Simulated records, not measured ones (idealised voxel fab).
The process module that follows is named voxel transistor to metal.
The cross-section shown here is cut; it is 150 nm wide and divided into square cells measuring 5 nm on a side.
Cross-section format: a grid of square cells, given as bands from top to bottom; each band is one or more rows of cells. This entry defines a band. It first specifies the height of the band's top and the height of its bottom in nm, and then specifies the band's materials from left to right, stating each material with its width in nm. The word "edge to edge" identifies a single material that fills the band from edge to edge, while the word "air" identifies empty space. Heights from 0 (as-received wafer is one material below). Bottom band endless downward, as "0 -> down". It should be noted that a width expressed as "30 to 40" varies in equal increments from row to row of cells within the band, taking the value of the first number at the top row and that of the second number at the bottom row. Step note "nothing got changed" = no cross-section cell changed. In the "Unvented cavities" entry, you get each enclosed empty space of 8 cells or more, one with no open way to the top, written width x height at distance, distance from the left edge, in nm. It should be noted that, on the line of a given step, the content following the step's settings is a remark produced by the simulator itself with respect to that step. The line of a step may include "overlay nm". On a step with a mask, this value is how far to the right of its planned place the mask lay. A negative value means the mask lay to the left.
Steps planned for the process:
step 1: RECEIVE: material Si
step 2: OXIDIZE: depth nm 5
step 3: CONFORMAL_DEP: material SiN, thk nm 15
step 4: DIRECTIONAL_DEP: material aC, thk nm 10
step 5: PATTERN: tone cover, mask id ACTIVE, material resist, width nm 105, thk nm 25, overlay nm 0
step 6: DIRECTIONAL_ETCH: etch materials aC, depth nm 10
step 7: STRIP: etch materials resist
step 8: DIRECTIONAL_ETCH: etch materials SiN, depth nm 15
step 9: DIRECTIONAL_ETCH: etch materials SiO2, depth nm 5
step 10: DIRECTIONAL_ETCH: etch materials Si, depth nm 30
step 11: STRIP: etch materials aC
step 12: FILL_DEP: material SiO2, thk nm 10
step 13: CMP: height nm 15
step 14: SELECTIVE_ETCH: etch materials SiO2, depth nm 15
step 15: STRIP: etch materials SiN
step 16: SELECTIVE_ETCH: etch materials SiO2, depth nm 5
step 17: OXIDIZE: depth nm 5
step 18: DIRECTIONAL_DEP: material polySi, thk nm 30
step 19: DIRECTIONAL_DEP: material SiCN, thk nm 15
step 20: DIRECTIONAL_DEP: material aC, thk nm 10
step 21: PATTERN: tone cover, mask id GATE, material resist, width nm 25, thk nm 25, overlay nm 0
step 22: DIRECTIONAL_ETCH: etch materials aC, depth nm 10
step 23: STRIP: etch materials resist
step 24: DIRECTIONAL_ETCH: etch materials SiCN, depth nm 25
step 25: DIRECTIONAL_ETCH: etch materials polySi, depth nm 40
step 26: STRIP: etch materials aC
step 27: CONFORMAL_DEP: material SiN, thk nm 10
step 28: DIRECTIONAL_ETCH: etch materials SiN, depth nm 10
step 29: DIRECTIONAL_ETCH: etch materials SiO2, depth nm 5
step 30: DIRECTIONAL_ETCH: etch materials Si, depth nm 10
step 31: EPI: material pSi, thk nm 10
step 32: FILL_DEP: material SiO2, thk nm 5
step 33: CMP: height nm 25
step 34: STRIP: etch materials polySi
step 35: SELECTIVE_ETCH: etch materials SiO2, depth nm 5
step 36: CONFORMAL_DEP: material HfO2, thk nm 5
step 37: CONFORMAL_DEP: material TiN, thk nm 5
step 38: FILL_DEP: material W, thk nm 5
step 39: CMP: height nm 20
step 40: DIRECTIONAL_DEP: material SiO2, thk nm 15
step 41: MASKED_ETCH: tone open, mask id CONTACT, width nm 20, pitch nm 75, etch materials SiO2, depth nm 45, overlay nm 0
step 42: CONFORMAL_DEP: material TiN, thk nm 5
step 43: FILL_DEP: material W, thk nm 5
step 44: CMP: height nm 35
step 45: DIRECTIONAL_DEP: material TiN, thk nm 5
step 46: DIRECTIONAL_DEP: material W, thk nm 20
step 47: MASKED_ETCH: tone cover, mask id METAL_1, width nm 20, pitch nm 75, etch materials W, depth nm 20, overlay nm 0
step 48: MASKED_ETCH: tone cover, mask id METAL_1, width nm 20, pitch nm 75, etch materials TiN, depth nm 5, overlay nm 0
step 49: CONFORMAL_DEP: material SiCN, thk nm 5
step 50: FILL_DEP: material SiO2, thk nm 5
step 51: CMP: height nm 60
step 52: CONFORMAL_DEP: material SiCN, thk nm 5
Cross-section of the wafer upon arrival, representing the state reached after step 1:
	0 -> down  Si edge to edge
	Unvented cavities: none
Cross-section at module end, one run error; start and plan unchanged from above:
	65 -> 60  SiCN edge to edge
	60 -> 40  20 of SiO2; 5 of SiCN; 20 of W; 5 of SiCN; 45 of SiO2; 5 of SiCN; 20 of W; 5 of SiCN; 25 of SiO2
	40 -> 35  25 of SiCN; 20 of TiN; 55 of SiCN; 20 of TiN; 30 of SiCN
	35 -> 20  25 of SiO2; 5 of TiN; 10 of W; 5 of TiN; 55 of SiO2; 5 of TiN; 10 of W; 5 of TiN; 30 of SiO2
	20 -> 5  25 of SiO2; 5 of TiN; 10 of W; 5 of TiN; 5 of SiO2; 10 of SiN; 5 of HfO2; 5 of TiN; 5 of W; 5 of TiN; 5 of HfO2; 10 of SiN; 5 of SiO2; 5 of TiN; 10 of W; 5 of TiN; 30 of SiO2
	5 -> 0  25 of SiO2; 5 of TiN; 5 of W; 10 of TiN; 5 of SiO2; 10 of SiN; 5 of HfO2; 5 of TiN; 5 of W; 5 of TiN; 5 of HfO2; 10 of SiN; 5 of SiO2; 10 of TiN; 5 of W; 5 of TiN; 30 of SiO2
	0 -> -5  25 of SiO2; 5 of TiN; 5 of W; 5 of TiN; 10 of pSi; 10 of SiN; 5 of HfO2; 15 of TiN; 5 of HfO2; 10 of SiN; 10 of pSi; 5 of TiN; 5 of W; 5 of TiN; 30 of SiO2
	-5 -> -10  10 of SiO2; 10 of SiN; 5 of SiO2; 15 of TiN; 10 of pSi; 5 of SiO2; 35 of HfO2; 5 of SiO2; 10 of pSi; 15 of TiN; 5 of SiO2; 10 of SiN; 15 of SiO2
	-10 -> -20  10 of SiO2; 10 of SiN; 5 of SiO2; 25 of pSi; 45 of Si; 25 of pSi; 5 of SiO2; 10 of SiN; 15 of SiO2
	-20 -> -25  25 of SiO2; 95 of Si; 30 of SiO2
	-25 -> -35  20 of SiO2; 105 of Si; 25 of SiO2
	-35 -> down  Si edge to edge
	Unvented cavities: none
Where did the run depart from the plan? regarding the plan, step 14 was run twice
